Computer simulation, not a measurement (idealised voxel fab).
The name of this process module is voxel double patterning.
The cross-section shown here is cut; it is 175 nm wide and divided into square cells measuring 5 nm on a side.
Cross-section = grid of square cells, listed top down in bands; band = one or more rows. The band entry comprises the height of the band's top followed by the height of its bottom, expressed in nm, and subsequently the band's materials from left to right, each stated together with its width in nm. Where a single material is marked with the word "edge to edge", that material fills the band from edge to edge. The word "air" represents empty space. All heights in this document are referenced to 0, defined as the level beneath which the wafer, as received, consists entirely of one material. The lowest band is not bounded below; it extends indefinitely downward and is written in the form "z 0 and below". Per-row width for "30..40": begins at first number (top row of band), ends at second number (bottom row), increment between rows held constant. Take "remains unaltered" at face value: in the step it is given for, the cross-section changed in none of its cells. For the entry "Voids, sealed", the listed items are empty spaces with no open way to the top whose size is 8 cells or more; each item follows the pattern width x height at distance, where distance is from the left edge and all three are in nm. It should be noted that, on the line of a given step, the content following the step's settings is a remark produced by the simulator itself with respect to that step. overlay nm: step with mask; distance mask lay right of planned place; negative value = left of planned place.

[Planned step list for the process]
1 RECEIVE (material Si)
2 CONFORMAL_DEP (material SiN; thk nm 10)
3 DIRECTIONAL_DEP (material SiO2; thk nm 10)
4 DIRECTIONAL_DEP (material SiCN; thk nm 5)
5 DIRECTIONAL_DEP (material aC; thk nm 10)
6 PATTERN (tone open; mask id FIRST; material resist; width nm 15; pitch nm 50; thk nm 30; overlay nm 0)
7 DIRECTIONAL_ETCH (etch materials aC; depth nm 10)
8 STRIP (etch materials resist)
9 DIRECTIONAL_ETCH (etch materials SiCN; depth nm 5)
10 STRIP (etch materials aC)
11 MASKED_ETCH (tone open; mask id SECOND; width nm 15; etch materials SiCN; depth nm 5; overlay nm 0)
12 DIRECTIONAL_ETCH (etch materials SiO2; depth nm 10)
13 STRIP (etch materials SiCN)

[Cross-section, incoming material, after step 1]
- z 0 and below  Si edge to edge
- Voids, sealed: none

[Module complete, cross-section. Starting point and plan per above. One mistake made in running the module]
- z 20 to 10  air (80); SiO2 (15); air (80)
- z 10 to 0  SiN edge to edge
- z 0 and below  Si edge to edge
- Voids, sealed: none
Deviation noted in wafer processing: for step 11, the planned setting was not used; the step was instead run as MASKED_ETCH (tone cover; mask id SECOND; width nm 15; etch materials SiCN; depth nm 5; overlay nm 0)
